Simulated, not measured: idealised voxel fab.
process module | voxel spacer lines
cross-section cut | 170 nm wide | cells 5 nm
A cross-section is a grid of square cells, given in bands from the top down. A band is one or more rows of cells.
Each band's line starts with the height of the band's top and of its bottom, in nm. Then come its materials from left to right, each with its width in nm. One material with "throughout" fills the band from edge to edge. "air" is empty space.
Height 0 is the level under which the wafer as received is all one material. The lowest band goes on downwards, as in "0 down".
A width such as "30 to 40" changes by the same amount from each row of cells to the next, from the band's top row to its bottom row.
"no change" after a step means that no cell of the cross-section changed.
closed voids: empty space of 8 cells or more with no open way to the top, each as width x height at its distance from the left edge, in nm
after a step's settings: what the simulator itself notes on the step
overlay nm, on a step with a mask: how far to the right of its planned place the mask lay; to the left if negative
plan
1 op RECEIVE | material Si
2 op CONFORMAL_DEP | material Al2O3 | thk nm 10
3 op DIRECTIONAL_DEP | material TiN | thk nm 10
4 op DIRECTIONAL_DEP | material polySi | thk nm 25
5 op PATTERN | tone cover | mask id MANDREL | material resist | width nm 15 | pitch nm 60 | thk nm 35 | overlay nm 0
6 op DIRECTIONAL_ETCH | etch materials polySi | depth nm 25
7 op STRIP | etch materials resist
8 op CONFORMAL_DEP | material SiO2 | thk nm 15
9 op DIRECTIONAL_ETCH | etch materials SiO2 | depth nm 15
10 op STRIP | etch materials polySi
11 op DIRECTIONAL_ETCH | etch materials TiN | depth nm 10
12 op STRIP | etch materials SiO2
13 op FILL_DEP | material lowk | thk nm 5
14 op CMP | height nm 20
as received, after step 1
  0 down: Si throughout
  closed voids: none
first wafer at the end, as planned
  20 to 10: lowk 30 | TiN 15 | lowk 15 | TiN 15 | lowk 15 | TiN 15 | lowk 15 | TiN 15 | lowk 35
  10 to 0: Al2O3 throughout
  0 down: Si throughout
  closed voids: none
second wafer at the end: like start, like plan, one mistake
  20 to 10: lowk 25 | TiN 15 | lowk 25 | TiN 15 | lowk 5 | TiN 15 | lowk 25 | TiN 15 | lowk 30
  10 to 0: Al2O3 throughout
  0 down: Si throughout
  closed voids: none
what went wrong: step 5 ran as: op PATTERN | tone cover | mask id MANDREL | material resist | width nm 25 | pitch nm 60 | thk nm 35 | overlay nm 0
at the end the second wafer has, in cells: as many of each material as the first, in other places
